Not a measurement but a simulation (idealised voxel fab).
Process module name: voxel self aligned vias
cross-section cut | 190 nm wide | cells 5 nm
Cross-sections here: square-cell grids, written as top-down lists of bands, a band being one or more rows of cells.
For a band, the entry starts with two heights in nm, that of the top and then that of the bottom, and carries on with the band's materials in order from left to right, each alongside its width in nm; the word "full width" beside a single material means it fills the band edge to edge, and "blank" means empty space.
Height datum 0, below which the as-received substrate wafer is one material. Lowest band open at the bottom, running downward: "0..down".
Per-row width for "30..40": begins at first number (top row of band), ends at second number (bottom row), increment between rows held constant.
Where the words "changes: none" appear for a step, the cross-section shows no cell changed by that step; every cell remained as before.
If an empty space has no open way to the top and is at least 8 cells in size, "Enclosed voids" lists it, written width x height at distance, where distance is measured from the left edge and every value is in nm.
On each step's line, the part that comes after the settings is the simulator's own comment on the step.
If you see "overlay nm" on a step's line and that step has a mask, it's telling you how far right of where it was planned the mask ended up; a negative number means it went left instead.
List of planned process steps
| 1 | RECEIVE, material Si |
| 2 | CONFORMAL_DEP, material SiO2, thk nm 15 |
| 3 | CONFORMAL_DEP, material SiCN, thk nm 5 |
| 4 | DIRECTIONAL_DEP, material SiO2, thk nm 30 |
| 5 | DIRECTIONAL_DEP, material aC, thk nm 10 |
| 6 | PATTERN, tone open, mask id LINES, material resist, width nm 25, pitch nm 75, thk nm 30, overlay nm 0 |
| 7 | DIRECTIONAL_ETCH, etch materials aC, depth nm 10 |
| 8 | STRIP, etch materials resist |
| 9 | DIRECTIONAL_ETCH, etch materials SiO2, depth nm 30 |
| 10 | STRIP, etch materials aC |
| 11 | CONFORMAL_DEP, material TiN, thk nm 5 |
| 12 | FILL_DEP, material W, thk nm 10 |
| 13 | CMP, height nm 50 |
| 14 | SELECTIVE_ETCH, etch materials W Ru TiN, depth nm 5 |
| 15 | FILL_DEP, material SiN, thk nm 5 |
| 16 | CMP, height nm 50 |
| 17 | DIRECTIONAL_DEP, material SiO2, thk nm 20 |
| 18 | MASKED_ETCH, tone open, mask id VIAS, width nm 45, pitch nm 75, etch materials SiO2, depth nm 20, overlay nm 0 |
| 19 | MASKED_ETCH, tone open, mask id VIAS, width nm 45, pitch nm 75, etch materials SiN, depth nm 5, overlay nm 0 |
| 20 | CONFORMAL_DEP, material TiN, thk nm 5 |
| 21 | FILL_DEP, material W, thk nm 5 |
| 22 | CMP, height nm 70 |
| 23 | CONFORMAL_DEP, material SiCN, thk nm 5 |
First wafer of two (run as planned)
As-received state of the wafer in cross-section, equivalent to post-step 1
	0..down | Si full width
	Enclosed voids: none
State of the wafer after step 2, shown in cross-section
	15..0 | SiO2 full width
	For the remainder of the cross-section, below 0, there is no change.
State of the wafer after step 3, shown in cross-section
	20..15 | SiCN full width
	For the remainder of the cross-section, below 15, there is no change.
State of the wafer after step 4, shown in cross-section
	50..20 | SiO2 full width
	For the remainder of the cross-section, below 20, there is no change.
State of the wafer after step 5, shown in cross-section
	60..50 | aC full width
	For the remainder of the cross-section, below 50, there is no change.
State of the wafer after step 6, shown in cross-section
	90..60 | 45 resist | 25 blank | 50 resist | 25 blank | 45 resist
	For the remainder of the cross-section, below 60, there is no change.
State of the wafer after step 7, shown in cross-section
	80..60 | 45 resist | 25 blank | 50 resist | 25 blank | 45 resist
	60..50 | 45 aC | 25 blank | 50 aC | 25 blank | 45 aC
	For the remainder of the cross-section, below 50, there is no change.
State of the wafer after step 8, shown in cross-section
	60..50 | 45 aC | 25 blank | 50 aC | 25 blank | 45 aC
	For the remainder of the cross-section, below 50, there is no change.
State of the wafer after step 9, shown in cross-section
	60..50 | 45 aC | 25 blank | 50 aC | 25 blank | 45 aC
	50..20 | 45 SiO2 | 25 blank | 50 SiO2 | 25 blank | 45 SiO2
	For the remainder of the cross-section, below 20, there is no change.
State of the wafer after step 10, shown in cross-section
	50..20 | 45 SiO2 | 25 blank | 50 SiO2 | 25 blank | 45 SiO2
	For the remainder of the cross-section, below 20, there is no change.
State of the wafer after step 11, shown in cross-section
	55..50 | 50 TiN | 15 blank | 60 TiN | 15 blank | 50 TiN
	50..25 | 45 SiO2 | 5 TiN | 15 blank | 5 TiN | 50 SiO2 | 5 TiN | 15 blank | 5 TiN | 45 SiO2
	25..20 | 45 SiO2 | 25 TiN | 50 SiO2 | 25 TiN | 45 SiO2
	For the remainder of the cross-section, below 20, there is no change.
State of the wafer after step 12, shown in cross-section
	65..55 | W full width
	55..50 | 50 TiN | 15 W | 60 TiN | 15 W | 50 TiN
	50..25 | 45 SiO2 | 5 TiN | 15 W | 5 TiN | 50 SiO2 | 5 TiN | 15 W | 5 TiN | 45 SiO2
	For the remainder of the cross-section, below 25, there is no change.
State of the wafer after step 13, shown in cross-section
	50..25 | 45 SiO2 | 5 TiN | 15 W | 5 TiN | 50 SiO2 | 5 TiN | 15 W | 5 TiN | 45 SiO2
	For the remainder of the cross-section, below 25, there is no change.
State of the wafer after step 14, shown in cross-section
	50..45 | 45 SiO2 | 25 blank | 50 SiO2 | 25 blank | 45 SiO2
	For the remainder of the cross-section, below 45, there is no change.
State of the wafer after step 15, shown in cross-section
	55..50 | SiN full width
	50..45 | 45 SiO2 | 25 SiN | 50 SiO2 | 25 SiN | 45 SiO2
	For the remainder of the cross-section, below 45, there is no change.
State of the wafer after step 16, shown in cross-section
	50..45 | 45 SiO2 | 25 SiN | 50 SiO2 | 25 SiN | 45 SiO2
	For the remainder of the cross-section, below 45, there is no change.
State of the wafer after step 17, shown in cross-section
	70..50 | SiO2 full width
	For the remainder of the cross-section, below 50, there is no change.
State of the wafer after step 18, shown in cross-section
	70..50 | 35 SiO2 | 45 blank | 30 SiO2 | 45 blank | 35 SiO2
	For the remainder of the cross-section, below 50, there is no change.
State of the wafer after step 19, shown in cross-section
	70..50 | 35 SiO2 | 45 blank | 30 SiO2 | 45 blank | 35 SiO2
	50..45 | 45 SiO2 | 25 blank | 50 SiO2 | 25 blank | 45 SiO2
	For the remainder of the cross-section, below 45, there is no change.
State of the wafer after step 20, shown in cross-section
	75..70 | 40 TiN | 35 blank | 40 TiN | 35 blank | 40 TiN
	70..55 | 35 SiO2 | 5 TiN | 35 blank | 5 TiN | 30 SiO2 | 5 TiN | 35 blank | 5 TiN | 35 SiO2
	55..50 | 35 SiO2 | 15 TiN | 15 blank | 15 TiN | 30 SiO2 | 15 TiN | 15 blank | 15 TiN | 35 SiO2
	50..45 | 45 SiO2 | 25 TiN | 50 SiO2 | 25 TiN | 45 SiO2
	For the remainder of the cross-section, below 45, there is no change.
State of the wafer after step 21, shown in cross-section
	80..75 | W full width
	75..70 | 40 TiN | 35 W | 40 TiN | 35 W | 40 TiN
	70..55 | 35 SiO2 | 5 TiN | 35 W | 5 TiN | 30 SiO2 | 5 TiN | 35 W | 5 TiN | 35 SiO2
	55..50 | 35 SiO2 | 15 TiN | 15 W | 15 TiN | 30 SiO2 | 15 TiN | 15 W | 15 TiN | 35 SiO2
	For the remainder of the cross-section, below 50, there is no change.
State of the wafer after step 22, shown in cross-section
	70..55 | 35 SiO2 | 5 TiN | 35 W | 5 TiN | 30 SiO2 | 5 TiN | 35 W | 5 TiN | 35 SiO2
	For the remainder of the cross-section, below 55, there is no change.
State of the wafer after step 23, shown in cross-section
	75..70 | SiCN full width
	For the remainder of the cross-section, below 70, there is no change.
The remaining wafer, second of the two, started like the first and was run to the same plan, except that one mistake was made along the way; the two coincide through step 5, inclusive
Cross-section, second wafer, at the end time the plan gives for step 6
	90..60 | 35 resist | 25 blank | 50 resist | 25 blank | 55 resist
	For the remainder of the cross-section, below 60, there is no change.
Cross-section, second wafer, at the end time the plan gives for step 7
	80..60 | 35 resist | 25 blank | 50 resist | 25 blank | 55 resist
	60..50 | 35 aC | 25 blank | 50 aC | 25 blank | 55 aC
	For the remainder of the cross-section, below 50, there is no change.
Cross-section, second wafer, at the end time the plan gives for step 8
	60..50 | 35 aC | 25 blank | 50 aC | 25 blank | 55 aC
	For the remainder of the cross-section, below 50, there is no change.
Cross-section, second wafer, at the end time the plan gives for step 9
	60..50 | 35 aC | 25 blank | 50 aC | 25 blank | 55 aC
	50..20 | 35 SiO2 | 25 blank | 50 SiO2 | 25 blank | 55 SiO2
	For the remainder of the cross-section, below 20, there is no change.
Cross-section, second wafer, at the end time the plan gives for step 10
	50..20 | 35 SiO2 | 25 blank | 50 SiO2 | 25 blank | 55 SiO2
	For the remainder of the cross-section, below 20, there is no change.
Cross-section, second wafer, at the end time the plan gives for step 11
	55..50 | 40 TiN | 15 blank | 60 TiN | 15 blank | 60 TiN
	50..25 | 35 SiO2 | 5 TiN | 15 blank | 5 TiN | 50 SiO2 | 5 TiN | 15 blank | 5 TiN | 55 SiO2
	25..20 | 35 SiO2 | 25 TiN | 50 SiO2 | 25 TiN | 55 SiO2
	For the remainder of the cross-section, below 20, there is no change.
Cross-section, second wafer, at the end time the plan gives for step 12
	65..55 | W full width
	55..50 | 40 TiN | 15 W | 60 TiN | 15 W | 60 TiN
	50..25 | 35 SiO2 | 5 TiN | 15 W | 5 TiN | 50 SiO2 | 5 TiN | 15 W | 5 TiN | 55 SiO2
	For the remainder of the cross-section, below 25, there is no change.
Cross-section, second wafer, at the end time the plan gives for step 13
	50..25 | 35 SiO2 | 5 TiN | 15 W | 5 TiN | 50 SiO2 | 5 TiN | 15 W | 5 TiN | 55 SiO2
	For the remainder of the cross-section, below 25, there is no change.
Cross-section, second wafer, at the end time the plan gives for step 14
	50..45 | 35 SiO2 | 25 blank | 50 SiO2 | 25 blank | 55 SiO2
	For the remainder of the cross-section, below 45, there is no change.
Cross-section, second wafer, at the end time the plan gives for step 15
	55..50 | SiN full width
	50..45 | 35 SiO2 | 25 SiN | 50 SiO2 | 25 SiN | 55 SiO2
	For the remainder of the cross-section, below 45, there is no change.
Cross-section, second wafer, at the end time the plan gives for step 16
	50..45 | 35 SiO2 | 25 SiN | 50 SiO2 | 25 SiN | 55 SiO2
	For the remainder of the cross-section, below 45, there is no change.
Cross-section, second wafer, at the end time the plan gives for step 17
	70..50 | SiO2 full width
	For the remainder of the cross-section, below 50, there is no change.
Cross-section, second wafer, at the end time the plan gives for step 18
	70..50 | 35 SiO2 | 45 blank | 30 SiO2 | 45 blank | 35 SiO2
	For the remainder of the cross-section, below 50, there is no change.
Cross-section, second wafer, at the end time the plan gives for step 19
	70..50 | 35 SiO2 | 45 blank | 30 SiO2 | 45 blank | 35 SiO2
	50..45 | 35 SiO2 | 25 blank | 50 SiO2 | 25 blank | 55 SiO2
	For the remainder of the cross-section, below 45, there is no change.
Cross-section, second wafer, at the end time the plan gives for step 20
	75..70 | 40 TiN | 35 blank | 40 TiN | 35 blank | 40 TiN
	70..55 | 35 SiO2 | 5 TiN | 35 blank | 5 TiN | 30 SiO2 | 5 TiN | 35 blank | 5 TiN | 35 SiO2
	55..50 | 35 SiO2 | 5 TiN | 15 blank | 25 TiN | 30 SiO2 | 5 TiN | 15 blank | 25 TiN | 35 SiO2
	50..45 | 35 SiO2 | 25 TiN | 50 SiO2 | 25 TiN | 55 SiO2
	For the remainder of the cross-section, below 45, there is no change.
Cross-section, second wafer, at the end time the plan gives for step 21
	80..75 | W full width
	75..70 | 40 TiN | 35 W | 40 TiN | 35 W | 40 TiN
	70..55 | 35 SiO2 | 5 TiN | 35 W | 5 TiN | 30 SiO2 | 5 TiN | 35 W | 5 TiN | 35 SiO2
	55..50 | 35 SiO2 | 5 TiN | 15 W | 25 TiN | 30 SiO2 | 5 TiN | 15 W | 25 TiN | 35 SiO2
	For the remainder of the cross-section, below 50, there is no change.
Cross-section, second wafer, at the end time the plan gives for step 22
	70..55 | 35 SiO2 | 5 TiN | 35 W | 5 TiN | 30 SiO2 | 5 TiN | 35 W | 5 TiN | 35 SiO2
	For the remainder of the cross-section, below 55, there is no change.
Cross-section, second wafer, at the end time the plan gives for step 23
	75..70 | SiCN full width
	For the remainder of the cross-section, below 70, there is no change.
In executing the process, a mistake was made relative to the plan: step 6 was run on a setting that differed from the plan, and what really ran there is PATTERN, tone open, mask id LINES, material resist, width nm 25, pitch nm 75, thk nm 30, overlay nm -10
By the end, you'd get the same cell count for each material on either wafer, but the second wafer puts them somewhere else.
